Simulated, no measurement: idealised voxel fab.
The following is a process module called voxel wiring stack.
Cross-section cut spans 185 nm and uses square cells 5 nm in size.
A cross-section is a grid of square cells, given in bands from the top down. A band is one or more rows of cells.
This entry defines a band. It first specifies the height of the band's top and the height of its bottom in nm, and then specifies the band's materials from left to right, stating each material with its width in nm. The word "full width" identifies a single material that fills the band from edge to edge, while the word "air" identifies empty space.
Zero point of the height axis is 0; under it, received wafer = one material. Lowest band: continues down indefinitely, "0 down".
Width: "30->40" (first number = top row, second number = bottom row, same change from row to row of cells).
"remained unchanged" -> step changed no cross-section cell.
So "Cavities, sealed" is basically the list of trapped voids: any empty space of 8 cells or more that can't reach the top through an opening. They're written width x height at distance, the distance being from the left edge, and it's all nm.
Formally, on a step line, whatever follows the settings is a remark that the simulator itself makes on the step.
What "overlay nm" on a step's line means: if the step has a mask, that mask lay this far to the right of its planned place, or, when the value is negative, to the left.

Process steps - plan
step 1: RECEIVE: material Si
step 2: CONFORMAL_DEP: material SiO2, thk nm 15
step 3: DIRECTIONAL_DEP: material TiN, thk nm 5
step 4: DIRECTIONAL_DEP: material Ru, thk nm 25
step 5: PATTERN: tone cover, mask id METAL_1, material resist, width nm 30, pitch nm 45, thk nm 15, overlay nm 0
step 6: DIRECTIONAL_ETCH: etch materials Ru, depth nm 25
step 7: DIRECTIONAL_ETCH: etch materials TiN, depth nm 5
step 8: STRIP: etch materials resist
step 9: CONFORMAL_DEP: material SiCN, thk nm 5
step 10: FILL_DEP: material SiO2, thk nm 5
step 11: CMP: height nm 45
step 12: CONFORMAL_DEP: material SiCN, thk nm 5
step 13: DIRECTIONAL_DEP: material lowk, thk nm 10
step 14: DIRECTIONAL_DEP: material aC, thk nm 15
step 15: PATTERN: tone open, mask id PLUG_1, material resist, width nm 15, pitch nm 90, thk nm 30, overlay nm 0
step 16: DIRECTIONAL_ETCH: etch materials aC, depth nm 15
step 17: STRIP: etch materials resist
step 18: DIRECTIONAL_ETCH: etch materials lowk, depth nm 10
step 19: DIRECTIONAL_ETCH: etch materials SiCN, depth nm 5
step 20: STRIP: etch materials aC
step 21: EPI: material Ru, thk nm 10
step 22: EPI: material Ru, thk nm 5
step 23: CONFORMAL_DEP: material SiN, thk nm 5
step 24: DIRECTIONAL_DEP: material lowk, thk nm 25
step 25: MASKED_ETCH: tone open, mask id METAL_2, width nm 30, pitch nm 45, etch materials lowk, depth nm 25, overlay nm 0
step 26: MASKED_ETCH: tone open, mask id METAL_2, width nm 30, pitch nm 45, etch materials SiN, depth nm 5, overlay nm 0
step 27: CONFORMAL_DEP: material TiN, thk nm 5
step 28: FILL_DEP: material Cu, thk nm 5
step 29: CMP: height nm 90
step 30: EPI: material Ru, thk nm 5
step 31: FILL_DEP: material SiCN, thk nm 5
step 32: DIRECTIONAL_DEP: material lowk, thk nm 25
step 33: DIRECTIONAL_DEP: material aC, thk nm 15
step 34: PATTERN: tone open, mask id METAL_3_HOLES, material resist, width nm 15, pitch nm 45, thk nm 35, overlay nm 0
step 35: DIRECTIONAL_ETCH: etch materials aC, depth nm 15
step 36: STRIP: etch materials resist
step 37: DIRECTIONAL_ETCH: etch materials lowk, depth nm 25
step 38: STRIP: etch materials aC
step 39: DIRECTIONAL_DEP: material aC, thk nm 10
step 40: PATTERN: tone open, mask id METAL_3, material resist, width nm 30, pitch nm 45, thk nm 30, overlay nm 0
step 41: DIRECTIONAL_ETCH: etch materials aC, depth nm 10
step 42: STRIP: etch materials resist
step 43: DIRECTIONAL_ETCH: etch materials lowk, depth nm 15
step 44: DIRECTIONAL_ETCH: etch materials SiCN, depth nm 5
step 45: STRIP: etch materials aC
step 46: CONFORMAL_DEP: material TiN, thk nm 5
step 47: FILL_DEP: material Cu, thk nm 10
step 48: CMP: height nm 125
step 49: CONFORMAL_DEP: material SiN, thk nm 5

This is the cross-section of the wafer as we received it, i.e. after step 1
  0 down | Si full width
  Cavities, sealed: none

This is how the wafer looks in cross-section once the module is done, given the starting state and plan above and one mistake in carrying the plan out
  120 to 115 | SiN full width
  115 to 110 | 30 lowk, 5 TiN, 5 Cu, 20 TiN, 15 lowk, 5 TiN, 5 Cu, 20 TiN, 15 lowk, 5 TiN, 5 Cu, 20 TiN, 35 lowk
  110 to 100 | 30 lowk, 5 TiN, 5 Cu, 5 TiN, 30 lowk, 5 TiN, 5 Cu, 5 TiN, 30 lowk, 5 TiN, 5 Cu, 5 TiN, 50 lowk
  100 to 95 | 30 SiCN, 15 TiN, 30 SiCN, 15 TiN, 30 SiCN, 15 TiN, 50 SiCN
  95 to 90 | 25 SiCN, 40 Ru, 5 SiCN, 40 Ru, 5 SiCN, 40 Ru, 30 SiCN
  90 to 65 | 30 lowk, 5 TiN, 20 Cu, 5 TiN, 15 lowk, 5 TiN, 20 Cu, 5 TiN, 15 lowk, 5 TiN, 20 Cu, 5 TiN, 35 lowk
  65 to 60 | 30 SiN, 30 TiN, 15 SiN, 30 TiN, 15 SiN, 30 TiN, 35 SiN
  60 to 50 | 30 lowk, 15 Ru, 75 lowk, 15 Ru, 50 lowk
  50 to 45 | 30 SiCN, 15 Ru, 75 SiCN, 15 Ru, 50 SiCN
  45 to 20 | 25 SiO2, 5 SiCN, 30 Ru, 5 SiCN, 5 SiO2, 5 SiCN, 30 Ru, 5 SiCN, 5 SiO2, 5 SiCN, 30 Ru, 5 SiCN, 30 SiO2
  20 to 15 | 30 SiCN, 30 TiN, 15 SiCN, 30 TiN, 15 SiCN, 30 TiN, 35 SiCN
  15 to 0 | SiO2 full width
  0 down | Si full width
  Cavities, sealed: none
Nonconformance to the process plan: step 48 did not happen as planned, as run it was CMP: height nm 115
